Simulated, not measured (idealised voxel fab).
process module | voxel double patterning
cross-section cut | 190 nm wide | cells 5 nm
A cross-section is a grid of square cells, given in bands from the top down. A band is one or more rows of cells.
Each band's line starts with the height of the band's top and of its bottom, in nm. Then come its materials from left to right, each with its width in nm. One material with "throughout" fills the band from edge to edge. "air" is empty space.
Height 0 is the level under which the wafer as received is all one material. The lowest band goes on downwards, as in "0 down".
A width such as "30 to 40" changes by the same amount from each row of cells to the next, from the band's top row to its bottom row.
"no change" after a step means that no cell of the cross-section changed.
closed voids: empty space of 8 cells or more with no open way to the top, each as width x height at its distance from the left edge, in nm
after a step's settings: what the simulator itself notes on the step
overlay nm, on a step with a mask: how far to the right of its planned place the mask lay; to the left if negative
plan
1 op RECEIVE | material Si
2 op CONFORMAL_DEP | material SiO2 | thk nm 10
3 op DIRECTIONAL_DEP | material polySi | thk nm 10
4 op DIRECTIONAL_DEP | material SiCN | thk nm 10
5 op PATTERN | tone open | mask id FIRST | material resist | width nm 15 | pitch nm 50 | thk nm 20 | overlay nm 0
6 op DIRECTIONAL_ETCH | etch materials SiCN | depth nm 10
7 op STRIP | etch materials resist
8 op MASKED_ETCH | tone open | mask id SECOND | width nm 15 | etch materials SiCN | depth nm 10 | overlay nm 0
9 op DIRECTIONAL_ETCH | etch materials polySi | depth nm 10
10 op STRIP | etch materials SiCN
as received, after step 1
  0 down: Si throughout
  closed voids: none
first wafer at the end, as planned
  20 to 10: polySi 60 | air 15 | polySi 10 | air 15 | polySi 10 | air 15 | polySi 65
  10 to 0: SiO2 throughout
  0 down: Si throughout
  closed voids: none
second wafer at the end: like start, like plan, one mistake
  20 to 10: polySi 60 | air 20 | polySi 5 | air 15 | polySi 10 | air 20 | polySi 60
  10 to 0: SiO2 throughout
  0 down: Si throughout
  closed voids: none
what went wrong: step 5 ran as: op PATTERN | tone open | mask id FIRST | material resist | width nm 20 | pitch nm 50 | thk nm 20 | overlay nm 0
at the end the second wafer has, in cells: 4 fewer of polySi
